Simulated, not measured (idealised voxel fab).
The process module that follows is named voxel released beams.
Pictured: cross-section cut, 255 nm wide, on a grid of 5 nm square cells.
We lay out every cross-section as a grid of square cells and spell it out in bands from the top down, where one band means one or more rows of cells.
What a band's entry tells you: where the top is and where the bottom is, as heights in nm, and after that what lies inside, material by material from left to right, each with its width in nm. Empty space is written as the word "air", and a single material marked with the word "all across" occupies the band from edge to edge.
Heights are expressed relative to 0, this being the level below which the as-received wafer comprises one material exclusively. The lowest band is unbounded in the downward direction and is denoted as in "0 and below".
A width given as "30->40" starts at the first number in the band's top row and ends at the second number in its bottom row, shifting by an equal amount at every step from row to row.
Given "same as before" for a step, no cell of the cross-section differs between before and after that step.
Heads up: "Fully enclosed voids" only lists the empty pockets with no open path to the top that are 8 cells or more, and it writes them as width x height at distance, distance from the left edge, in nm.
Whatever follows a step's settings on its line is a remark the simulator itself makes about that step.
A step's line can hold "overlay nm"; with a mask on that step, the setting says how far right of the planned place the mask lay, while a negative setting says it lay to the left.
[So here's the lineup of process steps we planned]
- 1: RECEIVE | material Si
- 2: CONFORMAL_DEP | material Al2O3 | thk nm 10
- 3: DIRECTIONAL_DEP | material SiO2 | thk nm 15
- 4: DIRECTIONAL_DEP | material aC | thk nm 15
- 5: PATTERN | tone open | mask id ANCHOR | material resist | width nm 45 | thk nm 30 | overlay nm 0
- 6: DIRECTIONAL_ETCH | etch materials aC | depth nm 15
- 7: STRIP | etch materials resist
- 8: DIRECTIONAL_ETCH | etch materials SiO2 | depth nm 15
- 9: STRIP | etch materials aC
- 10: CONFORMAL_DEP | material polySi | thk nm 15
- 11: PATTERN | tone cover | mask id BEAM | material resist | width nm 110 | thk nm 20 | overlay nm 0
- 12: DIRECTIONAL_ETCH | etch materials polySi | depth nm 15
- 13: STRIP | etch materials resist
- 14: STRIP | etch materials SiO2
[Cross-section of the wafer as it came to us, i.e., already through step 1]
	0 and below | Si all across
	Fully enclosed voids: none
[Sectioned view, first of two wafers, at the close of the module, processed as intended in the plan]
	40 down to 25 | 70 nm air; 20 nm polySi; 15 nm air; 75 nm polySi; 75 nm air
	25 down to 10 | 75 nm air; 45 nm polySi; 135 nm air
	10 down to 0 | Al2O3 all across
	0 and below | Si all across
	Fully enclosed voids: none
[second wafer at the end: like start, like plan, one mistake]
	40 down to 25 | 70 nm air; 110 nm polySi; 75 nm air
	25 down to 15 | Al2O3 all across
	15 down to 0 | SiO2 all across
	0 and below | Si all across
	Fully enclosed voids: none
Finding, execution versus plan: steps 2 and 3 were swapped
Counted in cells at the end, the second wafer holds more or fewer of these materials than the first: SiO2 +153; polySi -18
